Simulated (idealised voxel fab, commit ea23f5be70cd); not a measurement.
A process module follows: voxel plated lines.
Cross-section cut spans 260 nm and uses square cells 5 nm in size.
Think of the cross-section as a grid of square cells. We describe it in bands, top to bottom, and each band covers one or more rows of those cells. Read a band's entry like this: the first values are the height of its top and the height of its bottom in nm, and what follows is the sequence of materials from left to right, each with its width in nm. Note that "air" is empty space, and that a single material marked "throughout" reaches across the band from edge to edge. Heights are reckoned from 0. Under this level, the received wafer is all of one material. The bottommost band is open-ended downward, for example "z 0 and below". Per-row width for "30 to 40": begins at first number (top row of band), ends at second number (bottom row), increment between rows held constant. When a step is marked "stayed the same", none of the cells in the cross-section changed during that step. Entrapped voids: empty space of 8 cells or more with no open way to the top, each as width x height at its distance from the left edge, in nm. On each step's line, the part that comes after the settings is the simulator's own comment on the step. overlay nm: right-of-plan distance of the mask on a masked step; negative values mean left-of-plan.

**Process steps foreseen in the plan**
1: RECEIVE [material Si]
2: CONFORMAL_DEP [material SiO2] [thk nm 10]
3: DIRECTIONAL_DEP [material TiN] [thk nm 5]
4: PATTERN [tone open] [mask id LINES] [material resist] [width nm 20] [pitch nm 35] [thk nm 35] [overlay nm 0]
5: EPI [material Ru] [thk nm 10]
6: EPI [material Ru] [thk nm 5]
7: EPI [material Ru] [thk nm 5]
8: STRIP [etch materials resist]
9: DIRECTIONAL_ETCH [etch materials TiN] [depth nm 5]
10: CONFORMAL_DEP [material SiN] [thk nm 5]

**So this is the incoming wafer in cross-section - it's already been through step 1**
* z 0 and below = Si throughout
* Entrapped voids: none

**Cross-section taken at module completion on the first of two wafers; processed per the plan**
* z 40 to 35 = air 80 nm | SiN 30 nm | air 5 nm | SiN 30 nm | air 5 nm | SiN 30 nm | air 80 nm
* z 35 to 15 = air 80 nm | SiN 5 nm | Ru 20 nm | SiN 5 nm | air 5 nm | SiN 5 nm | Ru 20 nm | SiN 5 nm | air 5 nm | SiN 5 nm | Ru 20 nm | SiN 5 nm | air 80 nm
* z 15 to 10 = SiN 85 nm | TiN 20 nm | SiN 15 nm | TiN 20 nm | SiN 15 nm | TiN 20 nm | SiN 85 nm
* z 10 to 0 = SiO2 throughout
* z 0 and below = Si throughout
* Entrapped voids: none

**Cross-section of the latter of the two wafers at module completion. It had an identical start and an identical plan to the former; in running it, one mistake was made**
* z 45 to 40 = air 80 nm | SiN 30 nm | air 5 nm | SiN 30 nm | air 5 nm | SiN 30 nm | air 80 nm
* z 40 to 20 = air 80 nm | SiN 5 nm | Ru 20 nm | SiN 5 nm | air 5 nm | SiN 5 nm | Ru 20 nm | SiN 5 nm | air 5 nm | SiN 5 nm | Ru 20 nm | SiN 5 nm | air 80 nm
* z 20 to 15 = SiN 85 nm | TiN 20 nm | SiN 15 nm | TiN 20 nm | SiN 15 nm | TiN 20 nm | SiN 85 nm
* z 15 to 0 = SiO2 throughout
* z 0 and below = Si throughout
* Entrapped voids: none
So what did we get wrong on this run? rather than as planned, step 2 actually ran as CONFORMAL_DEP [material SiO2] [thk nm 15]
Final cells, second wafer relative to first, materials higher or lower: SiO2 +52
